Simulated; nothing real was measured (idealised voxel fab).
Documented hereafter: the process module known as voxel released beams.
Shown is cross-section cut, with a width of 150 nm and square cells of size 5 nm.
We lay out every cross-section as a grid of square cells and spell it out in bands from the top down, where one band means one or more rows of cells.
Heights first: top, then bottom, in nm. Then materials, left to right, each with a width in nm. "throughout" on a single material: fills the band edge to edge. "empty": empty space.
A quick word on heights: they are counted from 0, and under that level the wafer as it came to us is one material throughout. The lowest band is different from the rest in having no bottom; it simply continues downward, written as in "from 0 down".
Quick explanation for "30->40": the width changes in equal steps down the rows of cells, from the first number in the band's top row to the second number in its bottom row.
"nothing altered" (step): cross-section cells unchanged, all of them.
Voids not open to the top, 8 cells minimum: see "Fully sealed voids". Written width x height at distance; distance is from the left edge; nm.
It should be noted that, on the line of a given step, the content following the step's settings is a remark produced by the simulator itself with respect to that step.
When a step includes a mask, the "overlay nm" setting on its line states how far to the right of its planned place that mask lay, and negative values state how far to the left.
## Here's what the planned process steps look like
| 1 | RECEIVE (material Si) |
| 2 | CONFORMAL_DEP (material Al2O3; thk nm 5) |
| 3 | DIRECTIONAL_DEP (material SiO2; thk nm 20) |
| 4 | DIRECTIONAL_DEP (material aC; thk nm 10) |
| 5 | PATTERN (tone open; mask id ANCHOR; material resist; width nm 40; thk nm 30; overlay nm 0) |
| 6 | DIRECTIONAL_ETCH (etch materials aC; depth nm 10) |
| 7 | STRIP (etch materials resist) |
| 8 | DIRECTIONAL_ETCH (etch materials SiO2; depth nm 20) |
| 9 | STRIP (etch materials aC) |
| 10 | CONFORMAL_DEP (material polySi; thk nm 15) |
| 11 | PATTERN (tone cover; mask id BEAM; material resist; width nm 115; thk nm 15; overlay nm 0) |
| 12 | DIRECTIONAL_ETCH (etch materials polySi; depth nm 15) |
| 13 | STRIP (etch materials resist) |
| 14 | STRIP (etch materials SiO2) |
## Cross-section of the incoming wafer, state after step 1
    from 0 down: Si throughout
    Fully sealed voids: none
## The plan above was carried out on the starting structure above with one mistake, and this cross-section shows the wafer at the end of the module
    from 40 to 25: 15 of empty, then 60 of polySi, then 75 of empty
    from 25 to 20: 5 of empty, then 15 of polySi, then 40 of SiO2, then 15 of polySi, then 75 of empty
    from 20 to 5: 5 of empty, then 15 of polySi, then 40 of SiO2, then 70 of polySi, then 20 of empty
    from 5 to 0: Al2O3 throughout
    from 0 down: Si throughout
    Fully sealed voids: none
Against the plan, the run slipped here: heads up, step 5 didn't go per plan, it actually ran as PATTERN (tone cover; mask id ANCHOR; material resist; width nm 40; thk nm 30; overlay nm 0)
